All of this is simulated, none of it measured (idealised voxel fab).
process module | voxel self aligned contacts
cross-section cut | 230 nm wide | cells 5 nm
A cross-section is a grid of square cells, given in bands from the top down. A band is one or more rows of cells.
Each band's line starts with the height of the band's top and of its bottom, in nm. Then come its materials from left to right, each with its width in nm. One material with "throughout" fills the band from edge to edge. "air" is empty space.
Height 0 is the level under which the wafer as received is all one material. The lowest band goes on downwards, as in "0 down".
A width such as "30 to 40" changes by the same amount from each row of cells to the next, from the band's top row to its bottom row.
"no change" after a step means that no cell of the cross-section changed.
closed voids: empty space of 8 cells or more with no open way to the top, each as width x height at its distance from the left edge, in nm
after a step's settings: what the simulator itself notes on the step
overlay nm, on a step with a mask: how far to the right of its planned place the mask lay; to the left if negative
plan
1 op RECEIVE | material Si
2 op OXIDIZE | depth nm 5
3 op DIRECTIONAL_DEP | material polySi | thk nm 25
4 op DIRECTIONAL_DEP | material SiN | thk nm 15
5 op MASKED_ETCH | tone cover | mask id GATE | width nm 30 | pitch nm 65 | etch materials SiN | depth nm 15 | overlay nm 0
6 op MASKED_ETCH | tone cover | mask id GATE | width nm 30 | pitch nm 65 | etch materials polySi | depth nm 25 | overlay nm 0
7 op CONFORMAL_DEP | material SiN | thk nm 5
8 op DIRECTIONAL_ETCH | etch materials SiN | depth nm 5
9 op FILL_DEP | material SiO2 | thk nm 20
10 op CMP | height nm 50
11 op MASKED_ETCH | tone open | mask id CONTACT | width nm 45 | pitch nm 65 | etch materials SiO2 | depth nm 55 | overlay nm 0
12 op CONFORMAL_DEP | material TiN | thk nm 5
13 op FILL_DEP | material Ru | thk nm 5
14 op CMP | height nm 50
15 op CONFORMAL_DEP | material SiCN | thk nm 5
first wafer, as planned
as received, after step 1
  0 down: Si throughout
  closed voids: none
after step 2
  0 to -5: SiO2 throughout
  below -5: unchanged
after step 3
  25 to 0: polySi throughout
  below 0: unchanged
after step 4
  40 to 25: SiN throughout
  below 25: unchanged
after step 5
  40 to 25: air 35 | SiN 30 | air 35 | SiN 30 | air 35 | SiN 30 | air 35
  below 25: unchanged
after step 6
  40 to 25: air 35 | SiN 30 | air 35 | SiN 30 | air 35 | SiN 30 | air 35
  25 to 0: air 35 | polySi 30 | air 35 | polySi 30 | air 35 | polySi 30 | air 35
  below 0: unchanged
after step 7
  45 to 25: air 30 | SiN 40 | air 25 | SiN 40 | air 25 | SiN 40 | air 30
  25 to 5: air 30 | SiN 5 | polySi 30 | SiN 5 | air 25 | SiN 5 | polySi 30 | SiN 5 | air 25 | SiN 5 | polySi 30 | SiN 5 | air 30
  5 to 0: SiN 35 | polySi 30 | SiN 35 | polySi 30 | SiN 35 | polySi 30 | SiN 35
  below 0: unchanged
after step 8
  40 to 25: air 30 | SiN 40 | air 25 | SiN 40 | air 25 | SiN 40 | air 30
  25 to 0: air 30 | SiN 5 | polySi 30 | SiN 5 | air 25 | SiN 5 | polySi 30 | SiN 5 | air 25 | SiN 5 | polySi 30 | SiN 5 | air 30
  below 0: unchanged
after step 9
  60 to 40: SiO2 throughout
  40 to 25: SiO2 30 | SiN 40 | SiO2 25 | SiN 40 | SiO2 25 | SiN 40 | SiO2 30
  25 to 0: SiO2 30 | SiN 5 | polySi 30 | SiN 5 | SiO2 25 | SiN 5 | polySi 30 | SiN 5 | SiO2 25 | SiN 5 | polySi 30 | SiN 5 | SiO2 30
  below 0: unchanged
after step 10
  50 to 40: SiO2 throughout
  below 40: unchanged
after step 11
  50 to 40: SiO2 60 | air 45 | SiO2 20 | air 45 | SiO2 60
  40 to 25: SiO2 30 | SiN 40 | air 25 | SiN 40 | air 25 | SiN 40 | SiO2 30
  25 to 0: SiO2 30 | SiN 5 | polySi 30 | SiN 5 | air 25 | SiN 5 | polySi 30 | SiN 5 | air 25 | SiN 5 | polySi 30 | SiN 5 | SiO2 30
  0 to -5: SiO2 70 | air 25 | SiO2 40 | air 25 | SiO2 70
  below -5: unchanged
after step 12
  55 to 50: TiN 65 | air 35 | TiN 30 | air 35 | TiN 65
  50 to 40: SiO2 60 | TiN 5 to 15 | air 35 to 15 | TiN 5 to 15 | SiO2 20 | TiN 5 to 15 | air 35 to 15 | TiN 5 to 15 | SiO2 60
  40 to 25: SiO2 30 | SiN 40 | TiN 5 | air 15 | TiN 5 | SiN 40 | TiN 5 | air 15 | TiN 5 | SiN 40 | SiO2 30
  25 to 0: SiO2 30 | SiN 5 | polySi 30 | SiN 5 | TiN 5 | air 15 | TiN 5 | SiN 5 | polySi 30 | SiN 5 | TiN 5 | air 15 | TiN 5 | SiN 5 | polySi 30 | SiN 5 | SiO2 30
  0 to -5: SiO2 70 | TiN 25 | SiO2 40 | TiN 25 | SiO2 70
  below -5: unchanged
after step 13
  60 to 55: Ru throughout
  55 to 50: TiN 65 | Ru 35 | TiN 30 | Ru 35 | TiN 65
  50 to 40: SiO2 60 | TiN 5 to 15 | Ru 35 to 15 | TiN 5 to 15 | SiO2 20 | TiN 5 to 15 | Ru 35 to 15 | TiN 5 to 15 | SiO2 60
  40 to 25: SiO2 30 | SiN 40 | TiN 5 | Ru 15 | TiN 5 | SiN 40 | TiN 5 | Ru 15 | TiN 5 | SiN 40 | SiO2 30
  25 to 0: SiO2 30 | SiN 5 | polySi 30 | SiN 5 | TiN 5 | Ru 15 | TiN 5 | SiN 5 | polySi 30 | SiN 5 | TiN 5 | Ru 15 | TiN 5 | SiN 5 | polySi 30 | SiN 5 | SiO2 30
  below 0: unchanged
after step 14
  50 to 40: SiO2 60 | TiN 5 to 15 | Ru 35 to 15 | TiN 5 to 15 | SiO2 20 | TiN 5 to 15 | Ru 35 to 15 | TiN 5 to 15 | SiO2 60
  below 40: unchanged
after step 15
  55 to 50: SiCN throughout
  below 50: unchanged
second wafer: like start, like plan, one mistake. Through step 10 it matches the first wafer
when step 11 should have ended
  50 to 40: SiO2 55 | air 45 | SiO2 20 | air 45 | SiO2 65
  40 to 25: SiO2 30 | SiN 40 | air 25 | SiN 40 | air 25 | SiN 40 | SiO2 30
  25 to 0: SiO2 30 | SiN 5 | polySi 30 | SiN 5 | air 25 | SiN 5 | polySi 30 | SiN 5 | air 25 | SiN 5 | polySi 30 | SiN 5 | SiO2 30
  0 to -5: SiO2 70 | air 25 | SiO2 40 | air 25 | SiO2 70
  below -5: unchanged
when step 12 should have ended
  55 to 50: TiN 60 | air 35 | TiN 30 | air 35 | TiN 70
  50 to 40: SiO2 55 | TiN 5 to 20 | air 35 to 15 | TiN 5 to 10 | SiO2 20 | TiN 5 to 20 | air 35 to 15 | TiN 5 to 10 | SiO2 65
  40 to 25: SiO2 30 | SiN 40 | TiN 5 | air 15 | TiN 5 | SiN 40 | TiN 5 | air 15 | TiN 5 | SiN 40 | SiO2 30
  25 to 0: SiO2 30 | SiN 5 | polySi 30 | SiN 5 | TiN 5 | air 15 | TiN 5 | SiN 5 | polySi 30 | SiN 5 | TiN 5 | air 15 | TiN 5 | SiN 5 | polySi 30 | SiN 5 | SiO2 30
  0 to -5: SiO2 70 | TiN 25 | SiO2 40 | TiN 25 | SiO2 70
  below -5: unchanged
when step 13 should have ended
  60 to 55: Ru throughout
  55 to 50: TiN 60 | Ru 35 | TiN 30 | Ru 35 | TiN 70
  50 to 40: SiO2 55 | TiN 5 to 20 | Ru 35 to 15 | TiN 5 to 10 | SiO2 20 | TiN 5 to 20 | Ru 35 to 15 | TiN 5 to 10 | SiO2 65
  40 to 25: SiO2 30 | SiN 40 | TiN 5 | Ru 15 | TiN 5 | SiN 40 | TiN 5 | Ru 15 | TiN 5 | SiN 40 | SiO2 30
  25 to 0: SiO2 30 | SiN 5 | polySi 30 | SiN 5 | TiN 5 | Ru 15 | TiN 5 | SiN 5 | polySi 30 | SiN 5 | TiN 5 | Ru 15 | TiN 5 | SiN 5 | polySi 30 | SiN 5 | SiO2 30
  below 0: unchanged
when step 14 should have ended
  50 to 40: SiO2 55 | TiN 5 to 20 | Ru 35 to 15 | TiN 5 to 10 | SiO2 20 | TiN 5 to 20 | Ru 35 to 15 | TiN 5 to 10 | SiO2 65
  below 40: unchanged
when step 15 should have ended
  55 to 50: SiCN throughout
  below 50: unchanged
what went wrong: step 11 ran as: op MASKED_ETCH | tone open | mask id CONTACT | width nm 45 | pitch nm 65 | etch materials SiO2 | depth nm 55 | overlay nm -5
at the end the second wafer has, in cells: as many of each material as the first, in other places
